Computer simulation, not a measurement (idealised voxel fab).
Title: Process Module voxel ribs on slabs
Xsec cut, 190 nm wide, square cell size 5 nm.
Cross-section = grid of square cells, listed top down in bands; band = one or more rows. Heads up on the band format: heights come first, top then bottom, in nm. After that it's the materials left to right, each with its width in nm. A single material flagged "all across" fills the whole band edge to edge, and "empty" means there's empty space there. Below 0: as-received wafer, all one material; heights counted from there. Lowest band: no bottom, goes on down, written "from 0 down". You'd read "30->40" like this: the band's top row of cells is as wide as the first number, its bottom row is as wide as the second, and going down, every row changes width by the same amount as the row before did. No cell of the cross-section changed in a step that is given as "no change occurred". "Cavities, sealed" contains a list of empty spaces, each no smaller than 8 cells and without an open way to the top, written in the form width x height at distance with the distance from the left edge and all three in nm. That trailing text on a step's line, after the settings, is the simulator's own remark on the step. Among the settings permitted on a step's line is "overlay nm"; applied to a step with a mask, it specifies the extent to which the mask lay to the right of its planned position, whereas a negative figure signifies a position to the left.
plan:
| 1 | op RECEIVE | material Si |
| 2 | op DIRECTIONAL_DEP | material SiO2 | thk nm 25 |
| 3 | op DIRECTIONAL_DEP | material SiN | thk nm 15 |
| 4 | op PATTERN | tone cover | mask id RIB | material resist | width nm 25 | thk nm 20 | overlay nm 0 |
| 5 | op DIRECTIONAL_ETCH | etch materials SiN | depth nm 10 |
| 6 | op STRIP | etch materials resist |
| 7 | op MASKED_ETCH | tone cover | mask id SLAB | width nm 75 | etch materials SiN | depth nm 5 | overlay nm 0 |
| 8 | op FILL_DEP | material SiO2 | thk nm 15 |
| 9 | op CMP | height nm 50 |
| 10 | op DIRECTIONAL_DEP | material W | thk nm 5 |
| 11 | op PATTERN | tone cover | mask id HEATER | material resist | width nm 35 | thk nm 20 | overlay nm 0 |
| 12 | op DIRECTIONAL_ETCH | etch materials W | depth nm 5 |
| 13 | op STRIP | etch materials resist |
| 14 | op CONFORMAL_DEP | material SiN | thk nm 10 |
Concerning the first of two wafers, which was run in accordance with the plan:
as received, after step 1:
from 0 down | Si all across
Cavities, sealed: none
Cross-section: wafer state after step 2:
from 25 to 0 | SiO2 all across
All layers under 0 are left as they were.
Cross-section: wafer state after step 3:
from 40 to 25 | SiN all across
All layers under 25 are left as they were.
Cross-section: wafer state after step 4:
from 60 to 40 | 80 nm empty / 25 nm resist / 85 nm empty
All layers under 40 are left as they were.
Cross-section: wafer state after step 5:
from 60 to 40 | 80 nm empty / 25 nm resist / 85 nm empty
from 40 to 30 | 80 nm empty / 25 nm SiN / 85 nm empty
All layers under 30 are left as they were.
Cross-section: wafer state after step 6:
from 40 to 30 | 80 nm empty / 25 nm SiN / 85 nm empty
All layers under 30 are left as they were.
Cross-section: wafer state after step 7:
from 40 to 30 | 80 nm empty / 25 nm SiN / 85 nm empty
from 30 to 25 | 55 nm empty / 75 nm SiN / 60 nm empty
All layers under 25 are left as they were.
Cross-section: wafer state after step 8:
from 55 to 40 | SiO2 all across
from 40 to 30 | 80 nm SiO2 / 25 nm SiN / 85 nm SiO2
from 30 to 25 | 55 nm SiO2 / 75 nm SiN / 60 nm SiO2
All layers under 25 are left as they were.
Cross-section: wafer state after step 9:
from 50 to 40 | SiO2 all across
All layers under 40 are left as they were.
Cross-section: wafer state after step 10:
from 55 to 50 | W all across
All layers under 50 are left as they were.
Cross-section: wafer state after step 11:
from 75 to 55 | 75 nm empty / 35 nm resist / 80 nm empty
All layers under 55 are left as they were.
Cross-section: wafer state after step 12:
from 75 to 55 | 75 nm empty / 35 nm resist / 80 nm empty
from 55 to 50 | 75 nm empty / 35 nm W / 80 nm empty
All layers under 50 are left as they were.
Cross-section: wafer state after step 13:
from 55 to 50 | 75 nm empty / 35 nm W / 80 nm empty
All layers under 50 are left as they were.
Cross-section: wafer state after step 14:
from 65 to 60 | 65 nm empty / 55 nm SiN / 70 nm empty
from 60 to 55 | SiN all across
from 55 to 50 | 75 nm SiN / 35 nm W / 80 nm SiN
All layers under 50 are left as they were.
Second wafer - shared start and plan with the first - one error in running - same as the first up to step 13 inclusive:
Second wafer: cross-section at the scheduled end of step 14: no change occurred
What was the processing mistake? step 14 of the plan was excluded from execution and never run
Bottom line after processing is that, in cells, the second wafer is up or down on some materials versus the first: -80 SiN
